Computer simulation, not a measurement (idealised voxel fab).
Process module under the name voxel fin reveal
FYI the section here is cut, 245 nm wide, cells are 5 nm squares.
A cross-section is a grid of square cells, given in bands from the top down. A band is one or more rows of cells.
Read a band's entry like this: the first values are the height of its top and the height of its bottom in nm, and what follows is the sequence of materials from left to right, each with its width in nm. Note that "air" is empty space, and that a single material marked "full width" reaches across the band from edge to edge.
Basically, 0 is our baseline, since under it the wafer straight out of the box is all one material. The bottom band has no lower end and keeps on going down, so it looks like "0 and below".
Graded width ("30->40"): value in top row of band = first number; value in bottom row = second number; row-to-row change constant.
Where a step carries "remains unaltered", the cross-section came out of it unchanged, cell for cell.
Enclosed voids (no open way to top), threshold 8 cells or more, entry "Enclosed void list", notation width x height at distance, distance from left edge, nm.
Whatever follows a step's settings on its line is a remark the simulator itself makes about that step.
Regarding "overlay nm": on a step with a mask, it is the distance the mask lay to the right of its planned place; a negative value places it to the left.

[Process steps (planned)]
1: op RECEIVE | material Si
2: op CONFORMAL_DEP | material SiN | thk nm 5
3: op PATTERN | tone cover | mask id FINS | material resist | width nm 15 | pitch nm 35 | thk nm 20 | overlay nm 0
4: op DIRECTIONAL_ETCH | etch materials SiN | depth nm 5
5: op DIRECTIONAL_ETCH | etch materials Si | depth nm 40
6: op STRIP | etch materials resist
7: op OXIDIZE | depth nm 5
8: op FILL_DEP | material SiO2 | thk nm 15
9: op CMP | height nm 5
10: op SELECTIVE_ETCH | etch materials SiO2 | depth nm 20
11: op STRIP | etch materials SiN

[Wafer, first of two, run as planned]

[Incoming wafer, cross-sectional view, post step 1]
> 0 and below = Si full width
> Enclosed void list: none

[State of the wafer after step 2, shown in cross-section]
> 5 down to 0 = SiN full width
> Under the height 0 nothing was changed.

[State of the wafer after step 3, shown in cross-section]
> 25 down to 5 = air (80) / resist (15) / air (20) / resist (15) / air (20) / resist (15) / air (80)
> Under the height 5 nothing was changed.

[State of the wafer after step 4, shown in cross-section]
> 25 down to 5 = air (80) / resist (15) / air (20) / resist (15) / air (20) / resist (15) / air (80)
> 5 down to 0 = air (80) / SiN (15) / air (20) / SiN (15) / air (20) / SiN (15) / air (80)
> Under the height 0 nothing was changed.

[State of the wafer after step 5, shown in cross-section]
> 25 down to 5 = air (80) / resist (15) / air (20) / resist (15) / air (20) / resist (15) / air (80)
> 5 down to 0 = air (80) / SiN (15) / air (20) / SiN (15) / air (20) / SiN (15) / air (80)
> 0 down to -40 = air (80) / Si (15) / air (20) / Si (15) / air (20) / Si (15) / air (80)
> Under the height -40 nothing was changed.

[State of the wafer after step 6, shown in cross-section]
> 5 down to 0 = air (80) / SiN (15) / air (20) / SiN (15) / air (20) / SiN (15) / air (80)
> Under the height 0 nothing was changed.

[State of the wafer after step 7, shown in cross-section]
> 5 down to 0 = air (80) / SiN (15) / air (20) / SiN (15) / air (20) / SiN (15) / air (80)
> 0 down to -40 = air (80) / SiO2 (5) / Si (5) / SiO2 (5) / air (20) / SiO2 (5) / Si (5) / SiO2 (5) / air (20) / SiO2 (5) / Si (5) / SiO2 (5) / air (80)
> -40 down to -45 = SiO2 (85) / Si (5) / SiO2 (30) / Si (5) / SiO2 (30) / Si (5) / SiO2 (85)
> Under the height -45 nothing was changed.

[State of the wafer after step 8, shown in cross-section]
> 20 down to 5 = SiO2 full width
> 5 down to 0 = SiO2 (80) / SiN (15) / SiO2 (20) / SiN (15) / SiO2 (20) / SiN (15) / SiO2 (80)
> 0 down to -45 = SiO2 (85) / Si (5) / SiO2 (30) / Si (5) / SiO2 (30) / Si (5) / SiO2 (85)
> Under the height -45 nothing was changed.

[State of the wafer after step 9, shown in cross-section]
> 5 down to 0 = SiO2 (80) / SiN (15) / SiO2 (20) / SiN (15) / SiO2 (20) / SiN (15) / SiO2 (80)
> Under the height 0 nothing was changed.

[State of the wafer after step 10, shown in cross-section]
> 5 down to 0 = air (80) / SiN (15) / air (20) / SiN (15) / air (20) / SiN (15) / air (80)
> 0 down to -15 = air (85) / Si (5) / air (30) / Si (5) / air (30) / Si (5) / air (85)
> Under the height -15 nothing was changed.

[State of the wafer after step 11, shown in cross-section]
> 0 down to -15 = air (85) / Si (5) / air (30) / Si (5) / air (30) / Si (5) / air (85)
> Under the height -15 nothing was changed.

[second wafer: like start, like plan, one mistake. Through step 2 it matches the first wafer]

[Cross-section: second wafer, time at which step 3 was scheduled to end]
> 25 down to 5 = air (80) / resist (20) / air (15) / resist (20) / air (15) / resist (20) / air (75)
> Under the height 5 nothing was changed.

[Cross-section: second wafer, time at which step 4 was scheduled to end]
> 25 down to 5 = air (80) / resist (20) / air (15) / resist (20) / air (15) / resist (20) / air (75)
> 5 down to 0 = air (80) / SiN (20) / air (15) / SiN (20) / air (15) / SiN (20) / air (75)
> Under the height 0 nothing was changed.

[Cross-section: second wafer, time at which step 5 was scheduled to end]
> 25 down to 5 = air (80) / resist (20) / air (15) / resist (20) / air (15) / resist (20) / air (75)
> 5 down to 0 = air (80) / SiN (20) / air (15) / SiN (20) / air (15) / SiN (20) / air (75)
> 0 down to -40 = air (80) / Si (20) / air (15) / Si (20) / air (15) / Si (20) / air (75)
> Under the height -40 nothing was changed.

[Cross-section: second wafer, time at which step 6 was scheduled to end]
> 5 down to 0 = air (80) / SiN (20) / air (15) / SiN (20) / air (15) / SiN (20) / air (75)
> Under the height 0 nothing was changed.

[Cross-section: second wafer, time at which step 7 was scheduled to end]
> 5 down to 0 = air (80) / SiN (20) / air (15) / SiN (20) / air (15) / SiN (20) / air (75)
> 0 down to -40 = air (80) / SiO2 (5) / Si (10) / SiO2 (5) / air (15) / SiO2 (5) / Si (10) / SiO2 (5) / air (15) / SiO2 (5) / Si (10) / SiO2 (5) / air (75)
> -40 down to -45 = SiO2 (85) / Si (10) / SiO2 (25) / Si (10) / SiO2 (25) / Si (10) / SiO2 (80)
> Under the height -45 nothing was changed.

[Cross-section: second wafer, time at which step 8 was scheduled to end]
> 20 down to 5 = SiO2 full width
> 5 down to 0 = SiO2 (80) / SiN (20) / SiO2 (15) / SiN (20) / SiO2 (15) / SiN (20) / SiO2 (75)
> 0 down to -45 = SiO2 (85) / Si (10) / SiO2 (25) / Si (10) / SiO2 (25) / Si (10) / SiO2 (80)
> Under the height -45 nothing was changed.

[Cross-section: second wafer, time at which step 9 was scheduled to end]
> 5 down to 0 = SiO2 (80) / SiN (20) / SiO2 (15) / SiN (20) / SiO2 (15) / SiN (20) / SiO2 (75)
> Under the height 0 nothing was changed.

[Cross-section: second wafer, time at which step 10 was scheduled to end]
> 5 down to 0 = air (80) / SiN (20) / air (15) / SiN (20) / air (15) / SiN (20) / air (75)
> 0 down to -15 = air (85) / Si (10) / air (25) / Si (10) / air (25) / Si (10) / air (80)
> Under the height -15 nothing was changed.

[Cross-section: second wafer, time at which step 11 was scheduled to end]
> 0 down to -15 = air (85) / Si (10) / air (25) / Si (10) / air (25) / Si (10) / air (80)
> Under the height -15 nothing was changed.
Short version of what went wrong: step 3 was processed under conditions differing from the plan, specifically as op PATTERN | tone cover | mask id FINS | material resist | width nm 20 | pitch nm 35 | thk nm 20 | overlay nm 0
End check, counted in cells, second wafer has more or fewer of these materials than the first: Si: 27 more, SiO2: 18 fewer
